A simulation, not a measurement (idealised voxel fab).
The following process module bears the name voxel transistor to metal.
Square cells of 5 nm make up the cross-section cut, whose width is 180 nm.
Reading order for cross-sections: top band down to bottom band. Underlying form: a grid of square cells. Band size: one or more rows of cells.
Read a band's entry like this: the first values are the height of its top and the height of its bottom in nm, and what follows is the sequence of materials from left to right, each with its width in nm. Note that "blank" is empty space, and that a single material marked "full width" reaches across the band from edge to edge.
It should be noted that heights are counted from 0, beneath which the wafer as supplied is of one material throughout, and that the lowest band possesses no lower boundary but continues downward, as written in "z 0 and below".
You'd read "30->40" like this: the band's top row of cells is as wide as the first number, its bottom row is as wide as the second, and going down, every row changes width by the same amount as the row before did.
The designation "stayed the same", where it is given for a processing step, indicates that no cell of the cross-section was altered in the course of that step.
Closed-off voids of 8+ cells (no open route to the top) go in "Voids, fully enclosed", written width x height at distance from the left edge, in nm.
Heads up: the bit after the settings on a step's line is the simulator's remark on that step.
overlay nm: for a step with a mask, the amount by which the mask lay right of where it was planned; a negative amount means left of it.

-- Process steps - plan
1: RECEIVE (material Si)
2: CONFORMAL_DEP (material SiO2; thk nm 5)
3: CONFORMAL_DEP (material SiN; thk nm 10)
4: PATTERN (tone cover; mask id ACTIVE; material resist; width nm 105; thk nm 20; overlay nm 0)
5: DIRECTIONAL_ETCH (etch materials SiN; depth nm 10)
6: DIRECTIONAL_ETCH (etch materials SiO2; depth nm 5)
7: DIRECTIONAL_ETCH (etch materials Si; depth nm 20)
8: STRIP (etch materials resist)
9: OXIDIZE (depth nm 5)
10: FILL_DEP (material SiO2; thk nm 10)
11: CMP (height nm 15)
12: SELECTIVE_ETCH (etch materials SiO2; depth nm 5)
13: STRIP (etch materials SiN)
14: SELECTIVE_ETCH (etch materials SiO2; depth nm 5)
15: OXIDIZE (depth nm 5)
16: DIRECTIONAL_DEP (material polySi; thk nm 20)
17: DIRECTIONAL_DEP (material SiCN; thk nm 10)
18: PATTERN (tone cover; mask id GATE; material resist; width nm 25; thk nm 20; overlay nm 0)
19: DIRECTIONAL_ETCH (etch materials SiCN; depth nm 20)
20: DIRECTIONAL_ETCH (etch materials polySi; depth nm 30)
21: STRIP (etch materials resist)
22: CONFORMAL_DEP (material SiN; thk nm 10)
23: DIRECTIONAL_ETCH (etch materials SiN; depth nm 10)
24: DIRECTIONAL_ETCH (etch materials SiO2; depth nm 5)
25: DIRECTIONAL_ETCH (etch materials Si; depth nm 10)
26: EPI (material nSi; thk nm 10)
27: FILL_DEP (material SiO2; thk nm 10)
28: CMP (height nm 30)
29: DIRECTIONAL_DEP (material SiO2; thk nm 10)
30: DIRECTIONAL_DEP (material aC; thk nm 15)
31: PATTERN (tone open; mask id CONTACT; material resist; width nm 25; pitch nm 60; thk nm 35; overlay nm 0)
32: DIRECTIONAL_ETCH (etch materials aC; depth nm 15)
33: STRIP (etch materials resist)
34: DIRECTIONAL_ETCH (etch materials SiO2; depth nm 45)
35: STRIP (etch materials aC)
36: CONFORMAL_DEP (material TiN; thk nm 5)
37: FILL_DEP (material Ru; thk nm 10)
38: CMP (height nm 40)
39: DIRECTIONAL_DEP (material TiN; thk nm 5)
40: DIRECTIONAL_DEP (material W; thk nm 25)
41: DIRECTIONAL_DEP (material aC; thk nm 15)
42: PATTERN (tone cover; mask id METAL_1; material resist; width nm 15; pitch nm 70; thk nm 35; overlay nm 0)
43: DIRECTIONAL_ETCH (etch materials aC; depth nm 15)
44: STRIP (etch materials resist)
45: DIRECTIONAL_ETCH (etch materials W; depth nm 25)
46: DIRECTIONAL_ETCH (etch materials TiN; depth nm 5)
47: STRIP (etch materials aC)
48: CONFORMAL_DEP (material SiN; thk nm 5)
49: FILL_DEP (material lowk; thk nm 10)
50: CMP (height nm 70)
51: CONFORMAL_DEP (material SiCN; thk nm 5)
52: DIRECTIONAL_DEP (material lowk; thk nm 30)
53: DIRECTIONAL_DEP (material aC; thk nm 15)
54: PATTERN (tone open; mask id METAL_2; material resist; width nm 15; pitch nm 70; thk nm 35; overlay nm 0)
55: DIRECTIONAL_ETCH (etch materials aC; depth nm 15)
56: STRIP (etch materials resist)
57: DIRECTIONAL_ETCH (etch materials lowk; depth nm 15)
58: STRIP (etch materials aC)
59: MASKED_ETCH (tone open; mask id METAL_2_HOLES; width nm 15; pitch nm 70; etch materials lowk; depth nm 15; overlay nm 0)
60: MASKED_ETCH (tone open; mask id METAL_2_HOLES; width nm 15; pitch nm 70; etch materials SiCN; depth nm 5; overlay nm 0)
61: CONFORMAL_DEP (material TiN; thk nm 5)
62: FILL_DEP (material Cu; thk nm 10)
63: CMP (height nm 105)
64: CONFORMAL_DEP (material SiCN; thk nm 5)

-- Cross-section, incoming material, after step 1
	z 0 and below = Si full width
	Voids, fully enclosed: none

-- The first of the two wafers as seen in cross-section once the module was finished; processing followed the plan
	z 110 to 105 = SiCN full width
	z 105 to 75 = 45 nm lowk, 5 nm TiN, 5 nm Cu, 5 nm TiN, 55 nm lowk, 5 nm TiN, 5 nm Cu, 5 nm TiN, 50 nm lowk
	z 75 to 70 = 45 nm SiCN, 15 nm TiN, 55 nm SiCN, 15 nm TiN, 50 nm SiCN
	z 70 to 45 = 40 nm lowk, 5 nm SiN, 15 nm W, 5 nm SiN, 45 nm lowk, 5 nm SiN, 15 nm W, 5 nm SiN, 45 nm lowk
	z 45 to 40 = 45 nm SiN, 15 nm TiN, 55 nm SiN, 15 nm TiN, 50 nm SiN
	z 40 to 30 = 45 nm SiO2, 5 nm TiN, 15->10 nm Ru, 5->10 nm TiN, 35 nm SiO2, 5->10 nm TiN, 15->10 nm Ru, 5 nm TiN, 50 nm SiO2
	z 30 to 20 = 45 nm SiO2, 5 nm TiN, 10 nm Ru, 5 nm TiN, 10 nm SiN, 25 nm SiCN, 10 nm SiN, 5 nm TiN, 10 nm Ru, 5 nm TiN, 50 nm SiO2
	z 20 to 10 = 45 nm SiO2, 5 nm TiN, 10 nm Ru, 5 nm TiN, 10 nm SiN, 25 nm polySi, 10 nm SiN, 5 nm TiN, 10 nm Ru, 5 nm TiN, 50 nm SiO2
	z 10 to 5 = 45 nm SiO2, 20 nm TiN, 10 nm SiN, 25 nm polySi, 10 nm SiN, 20 nm TiN, 50 nm SiO2
	z 5 to 0 = 30 nm SiO2, 10 nm SiN, 5 nm SiO2, 10 nm TiN, 10 nm nSi, 10 nm SiN, 25 nm polySi, 10 nm SiN, 10 nm nSi, 10 nm TiN, 5 nm SiO2, 10 nm SiN, 35 nm SiO2
	z 0 to -5 = 45 nm SiO2, 10 nm TiN, 10 nm nSi, 45 nm SiO2, 10 nm nSi, 10 nm TiN, 50 nm SiO2
	z -5 to -15 = 40 nm SiO2, 25 nm nSi, 45 nm Si, 25 nm nSi, 45 nm SiO2
	z -15 to -25 = 40 nm SiO2, 95 nm Si, 45 nm SiO2
	z -25 and below = Si full width
	Voids, fully enclosed: none

-- Cross-sectional view of the second of two wafers upon completion of the module. This wafer shared its starting condition and process plan with the first; one error was made during its execution
	z 110 to 105 = SiCN full width
	z 105 to 75 = 45 nm lowk, 5 nm TiN, 5 nm Cu, 5 nm TiN, 55 nm lowk, 5 nm TiN, 5 nm Cu, 5 nm TiN, 50 nm lowk
	z 75 to 70 = 45 nm SiCN, 15 nm TiN, 55 nm SiCN, 15 nm TiN, 50 nm SiCN
	z 70 to 45 = 40 nm lowk, 5 nm SiN, 15 nm W, 5 nm SiN, 45 nm lowk, 5 nm SiN, 15 nm W, 5 nm SiN, 45 nm lowk
	z 45 to 40 = 45 nm SiN, 15 nm TiN, 55 nm SiN, 15 nm TiN, 50 nm SiN
	z 40 to 35 = 50 nm TiN, 15 nm Ru, 45 nm TiN, 15 nm Ru, 55 nm TiN
	z 35 to 30 = 45 nm SiO2, 5 nm TiN, 10 nm Ru, 10 nm TiN, 35 nm SiO2, 10 nm TiN, 10 nm Ru, 5 nm TiN, 50 nm SiO2
	z 30 to 20 = 45 nm SiO2, 5 nm TiN, 10 nm Ru, 5 nm TiN, 10 nm SiN, 25 nm SiCN, 10 nm SiN, 5 nm TiN, 10 nm Ru, 5 nm TiN, 50 nm SiO2
	z 20 to 10 = 45 nm SiO2, 5 nm TiN, 10 nm Ru, 5 nm TiN, 10 nm SiN, 25 nm polySi, 10 nm SiN, 5 nm TiN, 10 nm Ru, 5 nm TiN, 50 nm SiO2
	z 10 to 5 = 45 nm SiO2, 20 nm TiN, 10 nm SiN, 25 nm polySi, 10 nm SiN, 20 nm TiN, 50 nm SiO2
	z 5 to 0 = 30 nm SiO2, 10 nm SiN, 5 nm SiO2, 10 nm TiN, 10 nm nSi, 10 nm SiN, 25 nm polySi, 10 nm SiN, 10 nm nSi, 10 nm TiN, 5 nm SiO2, 10 nm SiN, 35 nm SiO2
	z 0 to -5 = 45 nm SiO2, 10 nm TiN, 10 nm nSi, 45 nm SiO2, 10 nm nSi, 10 nm TiN, 50 nm SiO2
	z -5 to -15 = 40 nm SiO2, 25 nm nSi, 45 nm Si, 25 nm nSi, 45 nm SiO2
	z -15 to -25 = 40 nm SiO2, 95 nm Si, 45 nm SiO2
	z -25 and below = Si full width
	Voids, fully enclosed: none
The plan and the run diverged here: heads up, step 29 didn't go per plan, it actually ran as DIRECTIONAL_DEP (material SiO2; thk nm 5)
The closing comparison, in cells, has the second wafer with more or fewer of some materials than the first: SiO2: 26 fewer, TiN: 26 more
